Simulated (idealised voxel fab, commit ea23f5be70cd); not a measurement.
Herein follows the process module entitled voxel quadruple lines.
Shown is cross-section cut, with a width of 220 nm and square cells of size 5 nm.
In this document a cross-section is written as a grid of square cells. It is given as a series of bands, listed from the top down, and a band is one or more rows of cells.
Within each band entry, the heights of the top and of the bottom of the band appear first, in that order and in nm; the materials of the band then follow from left to right, each with its corresponding width in nm. The designation "edge to edge" on a single material indicates that it fills the band from edge to edge; the designation "empty" indicates empty space.
Where do heights start? At 0: under that level the wafer as delivered is made of one material only. And the lowest band has no floor; it just carries on downward, as in "0..down".
So if you see something like "30 to 40" for the width, read it as the top row of the band sitting at the first number and the bottom row at the second, with every row in between moving by the same amount as the last.
"stayed the same" -> step changed no cross-section cell.
Entry "Closed void roster" = empty spaces >= 8 cells with no open way to the top; each as width x height at distance, distance from left edge, all nm.
Text after the settings on a step's line: the simulator's own remark on that step.
overlay nm: right-of-plan distance of the mask on a masked step; negative values mean left-of-plan.
# Here's what the planned process steps look like
step 1: RECEIVE: material Si
step 2: CONFORMAL_DEP: material SiO2, thk nm 5
step 3: DIRECTIONAL_DEP: material W, thk nm 15
step 4: DIRECTIONAL_DEP: material polySi, thk nm 20
step 5: DIRECTIONAL_DEP: material aC, thk nm 20
step 6: PATTERN: tone cover, mask id MANDREL, material resist, width nm 25, thk nm 30, overlay nm 0
step 7: DIRECTIONAL_ETCH: etch materials aC, depth nm 20
step 8: STRIP: etch materials resist
step 9: CONFORMAL_DEP: material SiO2, thk nm 15
step 10: DIRECTIONAL_ETCH: etch materials SiO2, depth nm 15
step 11: STRIP: etch materials aC
step 12: DIRECTIONAL_ETCH: etch materials polySi, depth nm 20
step 13: STRIP: etch materials SiO2
step 14: CONFORMAL_DEP: material SiCN, thk nm 5
step 15: DIRECTIONAL_ETCH: etch materials SiCN, depth nm 5
step 16: STRIP: etch materials polySi
step 17: DIRECTIONAL_ETCH: etch materials W, depth nm 15
step 18: STRIP: etch materials SiCN
step 19: FILL_DEP: material lowk, thk nm 10
step 20: CMP: height nm 20
# Cross-section of the wafer as it came to us, i.e., already through step 1
* 0..down | Si edge to edge
* Closed void roster: none
# Cross-sectional result after module completion. Note: starting condition and plan are unchanged from above; one processing mistake was made
* 20..5 | 80 nm lowk, 5 nm W, 15 nm lowk, 5 nm W, 15 nm lowk, 5 nm W, 15 nm lowk, 5 nm W, 75 nm lowk
* 5..0 | SiO2 edge to edge
* 0..down | Si edge to edge
* Closed void roster: none
what went wrong: step 6 ran with different settings than intended, the actual operation and settings being PATTERN: tone cover, mask id MANDREL, material resist, width nm 25, thk nm 30, overlay nm 5
